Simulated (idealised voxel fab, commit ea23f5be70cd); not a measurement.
Documented hereafter: the process module known as voxel air gaps.
Each square cell in cross-section cut measures 5 nm, and the section as a whole is 175 nm wide.
Think of the cross-section as a grid of square cells. We describe it in bands, top to bottom, and each band covers one or more rows of those cells.
Top height, bottom height, nm. Materials left to right, width each, nm. Single material + "everywhere" = fills band edge to edge. "empty" = empty.
Height datum 0, below which the as-received substrate wafer is one material. Lowest band open at the bottom, running downward: "0..down".
Width spec "30..40" -> top row of cells at first value, bottom row at second value, equal per-row change in between.
Any step labelled "nothing changed" changed none of the cells in the cross-section.
"Closed empty spaces" contains a list of empty spaces, each no smaller than 8 cells and without an open way to the top, written in the form width x height at distance with the distance from the left edge and all three in nm.
Anything after a step's settings on that line? It's the simulator's own note about the step.
overlay nm: for a step with a mask, the amount by which the mask lay right of where it was planned; a negative amount means left of it.

[Process steps - plan]
step 1: RECEIVE,material Si
step 2: CONFORMAL_DEP,material SiO2,thk nm 15
step 3: CONFORMAL_DEP,material SiN,thk nm 5
step 4: DIRECTIONAL_DEP,material SiO2,thk nm 40
step 5: MASKED_ETCH,tone open,mask id LINES,width nm 25,pitch nm 50,etch materials SiO2,depth nm 40,overlay nm 0
step 6: CONFORMAL_DEP,material TiN,thk nm 5
step 7: FILL_DEP,material Cu,thk nm 10
step 8: CMP,height nm 60
step 9: EPI,material Ru,thk nm 10
step 10: SELECTIVE_ETCH,etch materials SiO2,depth nm 50
step 11: CONFORMAL_DEP,material SiCN,thk nm 5

[Wafer cross-section on receipt, i.e. after step 1]
* 0..down  Si everywhere
* Closed empty spaces: none

[Cross-section, end of module. Start: as above. Plan: as above. Execution: one mistake]
* 75..70  10 nm empty, 155 nm SiCN, 10 nm empty
* 70..60  10 nm empty, 5 nm SiCN, 45 nm Ru, 5 nm SiCN, 45 nm Ru, 5 nm SiCN, 45 nm Ru, 5 nm SiCN, 10 nm empty
* 60..55  10 nm empty, 15 nm SiCN, 5 nm TiN, 15 nm Cu, 5 nm TiN, 25 nm SiCN, 5 nm TiN, 15 nm Cu, 5 nm TiN, 25 nm SiCN, 5 nm TiN, 15 nm Cu, 5 nm TiN, 15 nm SiCN, 10 nm empty
* 55..25  20 nm empty, 5 nm SiCN, 5 nm TiN, 15 nm Cu, 5 nm TiN, 5 nm SiCN, 15 nm empty, 5 nm SiCN, 5 nm TiN, 15 nm Cu, 5 nm TiN, 5 nm SiCN, 15 nm empty, 5 nm SiCN, 5 nm TiN, 15 nm Cu, 5 nm TiN, 5 nm SiCN, 20 nm empty
* 25..20  25 nm SiCN, 25 nm TiN, 25 nm SiCN, 25 nm TiN, 25 nm SiCN, 25 nm TiN, 25 nm SiCN
* 20..15  Ru everywhere
* 15..0  SiO2 everywhere
* 0..down  Si everywhere
* Closed empty spaces: 15 x 30 at 55; 15 x 30 at 105
what went wrong: rather than as planned, step 3 actually ran as CONFORMAL_DEP,material Ru,thk nm 5
